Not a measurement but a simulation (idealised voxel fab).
process module | voxel fin reveal
cross-section cut | 270 nm wide | cells 5 nm
A cross-section is a grid of square cells, given in bands from the top down. A band is one or more rows of cells.
Each band's line starts with the height of the band's top and of its bottom, in nm. Then come its materials from left to right, each with its width in nm. One material with "throughout" fills the band from edge to edge. "air" is empty space.
Height 0 is the level under which the wafer as received is all one material. The lowest band goes on downwards, as in "0 down".
A width such as "30 to 40" changes by the same amount from each row of cells to the next, from the band's top row to its bottom row.
"no change" after a step means that no cell of the cross-section changed.
closed voids: empty space of 8 cells or more with no open way to the top, each as width x height at its distance from the left edge, in nm
after a step's settings: what the simulator itself notes on the step
overlay nm, on a step with a mask: how far to the right of its planned place the mask lay; to the left if negative
plan
1 op RECEIVE | material Si
2 op CONFORMAL_DEP | material SiN | thk nm 10
3 op PATTERN | tone cover | mask id FINS | material resist | width nm 15 | pitch nm 45 | thk nm 20 | overlay nm 0
4 op DIRECTIONAL_ETCH | etch materials SiN | depth nm 10
5 op DIRECTIONAL_ETCH | etch materials Si | depth nm 40
6 op STRIP | etch materials resist
7 op OXIDIZE | depth nm 5
8 op FILL_DEP | material SiO2 | thk nm 15
9 op CMP | height nm 10
10 op SELECTIVE_ETCH | etch materials SiO2 | depth nm 40
11 op STRIP | etch materials SiN
12 op CONFORMAL_DEP | material SiO2 | thk nm 5
as received, after step 1
  0 down: Si throughout
  closed voids: none
first wafer at the end, as planned
  5 to 0: air 105 | SiO2 15 | air 30 | SiO2 15 | air 105
  0 to -25: air 105 | SiO2 5 | Si 5 | SiO2 5 | air 30 | SiO2 5 | Si 5 | SiO2 5 | air 105
  -25 to -45: SiO2 110 | Si 5 | SiO2 40 | Si 5 | SiO2 110
  -45 down: Si throughout
  closed voids: none
second wafer at the end: like start, like plan, one mistake
  5 to 0: air 105 | SiO2 20 | air 25 | SiO2 20 | air 100
  0 to -25: air 105 | SiO2 5 | Si 10 | SiO2 5 | air 25 | SiO2 5 | Si 10 | SiO2 5 | air 100
  -25 to -45: SiO2 110 | Si 10 | SiO2 35 | Si 10 | SiO2 105
  -45 down: Si throughout
  closed voids: none
what went wrong: step 3 ran as: op PATTERN | tone cover | mask id FINS | material resist | width nm 20 | pitch nm 45 | thk nm 20 | overlay nm 0
at the end the second wafer has, in cells: 18 more of Si | 6 fewer of SiO2
